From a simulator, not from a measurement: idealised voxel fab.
You're looking at the process module voxel transistor to metal.
Cross-section cut spans 285 nm and uses square cells 5 nm in size.
Reading order for cross-sections: top band down to bottom band. Underlying form: a grid of square cells. Band size: one or more rows of cells.
Look at the band entry: it leads with the top's height and the bottom's height in nm. Then it lists the materials left to right, with a width in nm for each. The word "full width" on a single material says that material fills the band edge to edge. The word "blank" is empty space.
Height is counted from the level 0, under which the received wafer is composed throughout of one material. The lowest of the bands is not closed at the bottom but continues downward, in the notation "0 nm and below".
Read "30..40" as a graded width: first number on top, second number at the bottom, same change between each pair of neighbouring rows.
Reading "everything unchanged" for a step: not a cell of the cross-section changed in it.
This entry, "Enclosed void catalog", enumerates those empty regions of no fewer than 8 cells that possess no open connection to the top. Each region is reported in the form width x height at distance, the distance being taken from the left edge, with all three quantities expressed in nm.
Read whatever lies past the settings on a step's line as the simulator's own remark about the step.
overlay nm: step with mask; distance mask lay right of planned place; negative value = left of planned place.

The following list gives the planned process steps
1) RECEIVE,material Si
2) CONFORMAL_DEP,material SiO2,thk nm 5
3) CONFORMAL_DEP,material SiN,thk nm 10
4) PATTERN,tone cover,mask id ACTIVE,material resist,width nm 115,pitch nm 135,thk nm 20,overlay nm 0
5) DIRECTIONAL_ETCH,etch materials SiN,depth nm 10
6) DIRECTIONAL_ETCH,etch materials SiO2,depth nm 5
7) DIRECTIONAL_ETCH,etch materials Si,depth nm 20
8) STRIP,etch materials resist
9) FILL_DEP,material SiO2,thk nm 5
10) CMP,height nm 15
11) SELECTIVE_ETCH,etch materials SiO2,depth nm 10
12) STRIP,etch materials SiN
13) SELECTIVE_ETCH,etch materials SiO2,depth nm 5
14) OXIDIZE,depth nm 5
15) DIRECTIONAL_DEP,material polySi,thk nm 30
16) DIRECTIONAL_DEP,material SiCN,thk nm 15
17) PATTERN,tone cover,mask id GATE,material resist,width nm 25,pitch nm 135,thk nm 20,overlay nm 0
18) DIRECTIONAL_ETCH,etch materials SiCN,depth nm 25
19) DIRECTIONAL_ETCH,etch materials polySi,depth nm 40
20) STRIP,etch materials resist
21) CONFORMAL_DEP,material SiO2,thk nm 5
22) DIRECTIONAL_ETCH,etch materials SiO2,depth nm 5
23) CONFORMAL_DEP,material SiN,thk nm 5
24) DIRECTIONAL_ETCH,etch materials SiN,depth nm 5
25) DIRECTIONAL_ETCH,etch materials SiO2,depth nm 5
26) DIRECTIONAL_ETCH,etch materials Si,depth nm 10
27) EPI,material pSi,thk nm 15
28) FILL_DEP,material SiO2,thk nm 5
29) CMP,height nm 45
30) DIRECTIONAL_DEP,material SiO2,thk nm 10
31) PATTERN,tone open,mask id CONTACT,material resist,width nm 15,thk nm 15,overlay nm 0
32) DIRECTIONAL_ETCH,etch materials SiO2,depth nm 55
33) STRIP,etch materials resist
34) CONFORMAL_DEP,material TiN,thk nm 5
35) FILL_DEP,material W,thk nm 10
36) CMP,height nm 55
37) CONFORMAL_DEP,material SiCN,thk nm 5
38) DIRECTIONAL_DEP,material SiO2,thk nm 20
39) DIRECTIONAL_DEP,material aC,thk nm 10
40) PATTERN,tone open,mask id METAL_1,material resist,width nm 15,thk nm 30,overlay nm 0
41) DIRECTIONAL_ETCH,etch materials aC,depth nm 10
42) STRIP,etch materials resist
43) DIRECTIONAL_ETCH,etch materials SiO2,depth nm 20
44) DIRECTIONAL_ETCH,etch materials SiCN,depth nm 5
45) STRIP,etch materials aC
46) CONFORMAL_DEP,material TiN,thk nm 5
47) FILL_DEP,material Cu,thk nm 5
48) CMP,height nm 80
49) CONFORMAL_DEP,material SiCN,thk nm 5
50) DIRECTIONAL_DEP,material lowk,thk nm 35
51) PATTERN,tone open,mask id METAL_2,material resist,width nm 15,pitch nm 135,thk nm 15,overlay nm 0
52) DIRECTIONAL_ETCH,etch materials lowk,depth nm 20
53) STRIP,etch materials resist
54) MASKED_ETCH,tone open,mask id METAL_2_HOLES,width nm 15,pitch nm 135,etch materials lowk,depth nm 15,overlay nm 0
55) MASKED_ETCH,tone open,mask id METAL_2_HOLES,width nm 15,pitch nm 135,etch materials SiCN,depth nm 5,overlay nm 0
56) CONFORMAL_DEP,material TiN,thk nm 5
57) FILL_DEP,material Ru,thk nm 5
58) CMP,height nm 120
59) CONFORMAL_DEP,material SiN,thk nm 5

As received, after step 1
0 nm and below: Si full width
Enclosed void catalog: none

One mistake in running the module, otherwise start and plan as above: cross-section at the end
125 nm to 120 nm: SiN full width
120 nm to 85 nm: lowk: 25; TiN: 5; Ru: 5; TiN: 5; lowk: 120; TiN: 5; Ru: 5; TiN: 5; lowk: 110
85 nm to 80 nm: SiCN: 25; TiN: 15; SiCN: 120; TiN: 15; SiCN: 110
80 nm to 60 nm: SiO2: 30; TiN: 5; Cu: 5; TiN: 5; SiO2: 65; TiN: 5; Cu: 5; TiN: 5; SiO2: 40; TiN: 5; Cu: 5; TiN: 5; SiO2: 65; TiN: 5; Cu: 5; TiN: 5; SiO2: 25
60 nm to 55 nm: SiCN: 30; TiN: 15; SiCN: 65; TiN: 15; SiCN: 40; TiN: 15; SiCN: 65; TiN: 15; SiCN: 25
55 nm to 45 nm: SiO2: 25; TiN: 5; W: 5; TiN: 5; SiO2: 65; TiN: 5; W: 5; TiN: 5; SiO2: 40; TiN: 5; W: 5; TiN: 5; SiO2: 65; TiN: 5; W: 5; TiN: 5; SiO2: 30
45 nm to 30 nm: SiO2: 25; TiN: 5; W: 5; TiN: 5; SiO2: 10; SiN: 5; SiO2: 5; SiCN: 25; SiO2: 5; SiN: 5; SiO2: 10; TiN: 5; W: 5; TiN: 5; SiO2: 40; TiN: 5; W: 5; TiN: 5; SiO2: 10; SiN: 5; SiO2: 5; SiCN: 25; SiO2: 5; SiN: 5; SiO2: 10; TiN: 5; W: 5; TiN: 5; SiO2: 30
30 nm to 15 nm: SiO2: 25; TiN: 5; W: 5; TiN: 5; SiO2: 10; SiN: 5; SiO2: 5; polySi: 25; SiO2: 5; SiN: 5; SiO2: 10; TiN: 5; W: 5; TiN: 5; SiO2: 40; TiN: 5; W: 5; TiN: 5; SiO2: 10; SiN: 5; SiO2: 5; polySi: 25; SiO2: 5; SiN: 5; SiO2: 10; TiN: 5; W: 5; TiN: 5; SiO2: 30
15 nm to 10 nm: SiO2: 25; TiN: 15; SiO2: 10; SiN: 5; SiO2: 5; polySi: 25; SiO2: 5; SiN: 5; SiO2: 10; TiN: 15; SiO2: 40; TiN: 15; SiO2: 10; SiN: 5; SiO2: 5; polySi: 25; SiO2: 5; SiN: 5; SiO2: 10; TiN: 15; SiO2: 30
10 nm to 0 nm: SiO2: 25; TiN: 10; pSi: 15; SiN: 5; SiO2: 5; polySi: 25; SiO2: 5; SiN: 5; pSi: 15; TiN: 10; SiO2: 40; TiN: 10; pSi: 15; SiN: 5; SiO2: 5; polySi: 25; SiO2: 5; SiN: 5; pSi: 15; TiN: 10; SiO2: 30
0 nm to -5 nm: SiO2: 10; pSi: 40; SiO2: 45; pSi: 40; SiO2: 10; pSi: 40; SiO2: 45; pSi: 40; SiO2: 15
-5 nm to -15 nm: SiO2: 15; pSi: 35; Si: 45; pSi: 35; SiO2: 20; pSi: 35; Si: 45; pSi: 35; SiO2: 20
-15 nm to -20 nm: SiO2: 15; Si: 115; SiO2: 20; Si: 115; SiO2: 20
-20 nm and below: Si full width
Enclosed void catalog: none
It is concluded that the wafer was processed incorrectly with respect to the plan, in that rather than as planned, step 40 actually ran as PATTERN,tone open,mask id METAL_1,material resist,width nm 15,thk nm 30,overlay nm 5
